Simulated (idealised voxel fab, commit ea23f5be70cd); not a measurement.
Proc. module: voxel transistor to metal
In the cross-section labelled cut, the width is 210 nm and each square cell is 5 nm.
A cross-section in this document is a grid of square cells, and it is written down as bands, the top band listed before the ones below it; a band is made up of one or more rows of cells.
Top height, bottom height, nm. Materials left to right, width each, nm. Single material + "everywhere" = fills band edge to edge. "empty" = empty.
Height reference: 0 = level under which incoming wafer is all one material. Lowest band: no bottom, runs on downward, e.g. "0 -> down".
Width "30->40": first value at the band's top row of cells, second value at its bottom row, equal change from row to row.
A step reported as "no change" is a step in which no cell of the cross-section changed.
The entry titled "Voids, enclosed" provides the empty spaces that have no open way to the top, restricted to those of 8 cells or more. Each is presented as width x height at distance, the distance being measured from the left edge, with all three in nm.
On a step's line, text after the settings is the simulator commenting on that step.
When a step includes a mask, the "overlay nm" setting on its line states how far to the right of its planned place that mask lay, and negative values state how far to the left.
Steps in the process plan:
1) RECEIVE | material Si
2) OXIDIZE | depth nm 5
3) CONFORMAL_DEP | material SiN | thk nm 15
4) PATTERN | tone cover | mask id ACTIVE | material resist | width nm 115 | thk nm 15 | overlay nm 0
5) DIRECTIONAL_ETCH | etch materials SiN | depth nm 15
6) DIRECTIONAL_ETCH | etch materials SiO2 | depth nm 5
7) DIRECTIONAL_ETCH | etch materials Si | depth nm 30
8) STRIP | etch materials resist
9) OXIDIZE | depth nm 5
10) FILL_DEP | material SiO2 | thk nm 10
11) CMP | height nm 15
12) SELECTIVE_ETCH | etch materials SiO2 | depth nm 10
13) STRIP | etch materials SiN
14) SELECTIVE_ETCH | etch materials SiO2 | depth nm 5
15) OXIDIZE | depth nm 5
16) DIRECTIONAL_DEP | material polySi | thk nm 20
17) DIRECTIONAL_DEP | material SiCN | thk nm 15
18) DIRECTIONAL_DEP | material aC | thk nm 10
19) PATTERN | tone cover | mask id GATE | material resist | width nm 25 | thk nm 25 | overlay nm 0
20) DIRECTIONAL_ETCH | etch materials aC | depth nm 10
21) STRIP | etch materials resist
22) DIRECTIONAL_ETCH | etch materials SiCN | depth nm 25
23) DIRECTIONAL_ETCH | etch materials polySi | depth nm 30
24) STRIP | etch materials aC
25) CONFORMAL_DEP | material SiO2 | thk nm 5
26) DIRECTIONAL_ETCH | etch materials SiO2 | depth nm 5
27) CONFORMAL_DEP | material SiN | thk nm 5
28) DIRECTIONAL_ETCH | etch materials SiN | depth nm 5
29) DIRECTIONAL_ETCH | etch materials SiO2 | depth nm 5
30) DIRECTIONAL_ETCH | etch materials Si | depth nm 5
31) EPI | material SiGe | thk nm 10
32) FILL_DEP | material SiO2 | thk nm 5
33) CMP | height nm 30
34) DIRECTIONAL_DEP | material SiO2 | thk nm 10
35) DIRECTIONAL_DEP | material aC | thk nm 10
36) PATTERN | tone open | mask id CONTACT | material resist | width nm 35 | pitch nm 70 | thk nm 30 | overlay nm 0
37) DIRECTIONAL_ETCH | etch materials aC | depth nm 10
38) STRIP | etch materials resist
39) DIRECTIONAL_ETCH | etch materials SiO2 | depth nm 45
40) STRIP | etch materials aC
41) CONFORMAL_DEP | material TiN | thk nm 5
42) FILL_DEP | material Ru | thk nm 5
43) CMP | height nm 40
44) DIRECTIONAL_DEP | material TiN | thk nm 5
45) DIRECTIONAL_DEP | material W | thk nm 15
46) MASKED_ETCH | tone cover | mask id METAL_1 | width nm 20 | pitch nm 85 | etch materials W | depth nm 15 | overlay nm 0
47) MASKED_ETCH | tone cover | mask id METAL_1 | width nm 20 | pitch nm 85 | etch materials TiN | depth nm 5 | overlay nm 0
48) CONFORMAL_DEP | material SiN | thk nm 5
49) FILL_DEP | material SiO2 | thk nm 10
50) CMP | height nm 60
51) CONFORMAL_DEP | material SiCN | thk nm 5
52) DIRECTIONAL_DEP | material SiO2 | thk nm 25
53) PATTERN | tone open | mask id METAL_2 | material resist | width nm 20 | pitch nm 85 | thk nm 20 | overlay nm 0
54) DIRECTIONAL_ETCH | etch materials SiO2 | depth nm 15
55) STRIP | etch materials resist
56) PATTERN | tone open | mask id METAL_2_HOLES | material resist | width nm 15 | pitch nm 85 | thk nm 20 | overlay nm 0
57) DIRECTIONAL_ETCH | etch materials SiO2 | depth nm 10
58) DIRECTIONAL_ETCH | etch materials SiCN | depth nm 5
59) STRIP | etch materials resist
60) CONFORMAL_DEP | material TiN | thk nm 5
61) FILL_DEP | material Cu | thk nm 5
62) CMP | height nm 90
63) CONFORMAL_DEP | material SiN | thk nm 5
The cross-section here shows the wafer as received, i.e. in its state after step 1:
- 0 -> down = Si everywhere
- Voids, enclosed: none
Run as planned - first of the two wafers cross-sectioned at the end of the module:
- 95 -> 90 = SiN everywhere
- 90 -> 80 = 50 nm SiO2 / 5 nm TiN / 10 nm Cu / 5 nm TiN / 65 nm SiO2 / 5 nm TiN / 10 nm Cu / 5 nm TiN / 55 nm SiO2
- 80 -> 75 = 50 nm SiO2 / 5 nm TiN / 5 nm Cu / 10 nm TiN / 65 nm SiO2 / 5 nm TiN / 5 nm Cu / 10 nm TiN / 55 nm SiO2
- 75 -> 65 = 50 nm SiO2 / 5 nm TiN / 5 nm Cu / 5 nm TiN / 70 nm SiO2 / 5 nm TiN / 5 nm Cu / 5 nm TiN / 60 nm SiO2
- 65 -> 60 = 50 nm SiCN / 15 nm TiN / 70 nm SiCN / 15 nm TiN / 60 nm SiCN
- 60 -> 45 = 45 nm SiO2 / 5 nm SiN / 20 nm W / 5 nm SiN / 55 nm SiO2 / 5 nm SiN / 20 nm W / 5 nm SiN / 50 nm SiO2
- 45 -> 40 = 50 nm SiN / 20 nm TiN / 65 nm SiN / 20 nm TiN / 55 nm SiN
- 40 -> 30 = 50 nm SiO2 / 5 nm TiN / 25->20 nm Ru / 5->10 nm TiN / 35 nm SiO2 / 5->10 nm TiN / 25->20 nm Ru / 5 nm TiN / 55 nm SiO2
- 30 -> 15 = 50 nm SiO2 / 5 nm TiN / 20 nm Ru / 5 nm TiN / 5 nm SiN / 5 nm SiO2 / 25 nm SiCN / 5 nm SiO2 / 5 nm SiN / 5 nm TiN / 20 nm Ru / 5 nm TiN / 55 nm SiO2
- 15 -> 5 = 50 nm SiO2 / 5 nm TiN / 20 nm Ru / 5 nm TiN / 5 nm SiN / 5 nm SiO2 / 25 nm polySi / 5 nm SiO2 / 5 nm SiN / 5 nm TiN / 20 nm Ru / 5 nm TiN / 55 nm SiO2
- 5 -> 0 = 50 nm SiO2 / 5 nm TiN / 10 nm Ru / 15 nm TiN / 5 nm SiN / 5 nm SiO2 / 25 nm polySi / 5 nm SiO2 / 5 nm SiN / 15 nm TiN / 10 nm Ru / 5 nm TiN / 55 nm SiO2
- 0 -> -5 = 45 nm SiO2 / 5 nm SiN / 20 nm TiN / 10 nm SiGe / 5 nm SiN / 5 nm SiO2 / 25 nm polySi / 5 nm SiO2 / 5 nm SiN / 10 nm SiGe / 20 nm TiN / 5 nm SiN / 50 nm SiO2
- -5 -> -10 = 50 nm SiO2 / 30 nm SiGe / 45 nm SiO2 / 30 nm SiGe / 55 nm SiO2
- -10 -> -15 = 50 nm SiO2 / 30 nm SiGe / 45 nm Si / 30 nm SiGe / 55 nm SiO2
- -15 -> -40 = 50 nm SiO2 / 105 nm Si / 55 nm SiO2
- -40 -> down = Si everywhere
- Voids, enclosed: none
Cross-section at end of module for the second wafer of two, which matched the first in starting point and plan and differed by one mistake in its processing:
- 95 -> 90 = SiN everywhere
- 90 -> 80 = 50 nm SiO2 / 5 nm TiN / 10 nm Cu / 5 nm TiN / 65 nm SiO2 / 5 nm TiN / 10 nm Cu / 5 nm TiN / 55 nm SiO2
- 80 -> 75 = 50 nm SiO2 / 5 nm TiN / 5 nm Cu / 10 nm TiN / 65 nm SiO2 / 5 nm TiN / 5 nm Cu / 10 nm TiN / 55 nm SiO2
- 75 -> 65 = 50 nm SiO2 / 5 nm TiN / 5 nm Cu / 5 nm TiN / 70 nm SiO2 / 5 nm TiN / 5 nm Cu / 5 nm TiN / 60 nm SiO2
- 65 -> 60 = 50 nm SiCN / 15 nm TiN / 70 nm SiCN / 15 nm TiN / 60 nm SiCN
- 60 -> 45 = 45 nm SiO2 / 5 nm SiN / 20 nm W / 5 nm SiN / 55 nm SiO2 / 5 nm SiN / 20 nm W / 5 nm SiN / 50 nm SiO2
- 45 -> 40 = 50 nm SiN / 20 nm TiN / 65 nm SiN / 20 nm TiN / 55 nm SiN
- 40 -> 30 = 50 nm SiO2 / 5 nm TiN / 25 nm Ru / 5 nm TiN / 35 nm SiO2 / 5 nm TiN / 25 nm Ru / 5 nm TiN / 55 nm SiO2
- 30 -> 15 = 50 nm SiO2 / 5 nm TiN / 25 nm Ru / 5 nm TiN / 5 nm SiN / 25 nm SiCN / 5 nm SiN / 5 nm TiN / 25 nm Ru / 5 nm TiN / 55 nm SiO2
- 15 -> 5 = 50 nm SiO2 / 5 nm TiN / 25 nm Ru / 5 nm TiN / 5 nm SiN / 25 nm polySi / 5 nm SiN / 5 nm TiN / 25 nm Ru / 5 nm TiN / 55 nm SiO2
- 5 -> 0 = 50 nm SiO2 / 5 nm TiN / 15 nm Ru / 15 nm TiN / 5 nm SiN / 25 nm polySi / 5 nm SiN / 15 nm TiN / 15 nm Ru / 5 nm TiN / 55 nm SiO2
- 0 -> -5 = 50 nm SiO2 / 25 nm TiN / 10 nm SiGe / 5 nm SiN / 25 nm polySi / 5 nm SiN / 10 nm SiGe / 25 nm TiN / 55 nm SiO2
- -5 -> -10 = 40 nm SiO2 / 5 nm SiN / 40 nm SiGe / 5 nm SiN / 25 nm SiO2 / 5 nm SiN / 40 nm SiGe / 5 nm SiN / 45 nm SiO2
- -10 -> -15 = 45 nm SiO2 / 40 nm SiGe / 35 nm Si / 40 nm SiGe / 50 nm SiO2
- -15 -> -40 = 50 nm SiO2 / 105 nm Si / 55 nm SiO2
- -40 -> down = Si everywhere
- Voids, enclosed: none
Short version of what went wrong: plan step 25 skipped
Final comparison by cell count, materials where the second wafer has more or fewer than the first: Ru: 14 more, Si: 2 fewer, SiGe: 8 more, SiN: 2 more, SiO2: 22 fewer
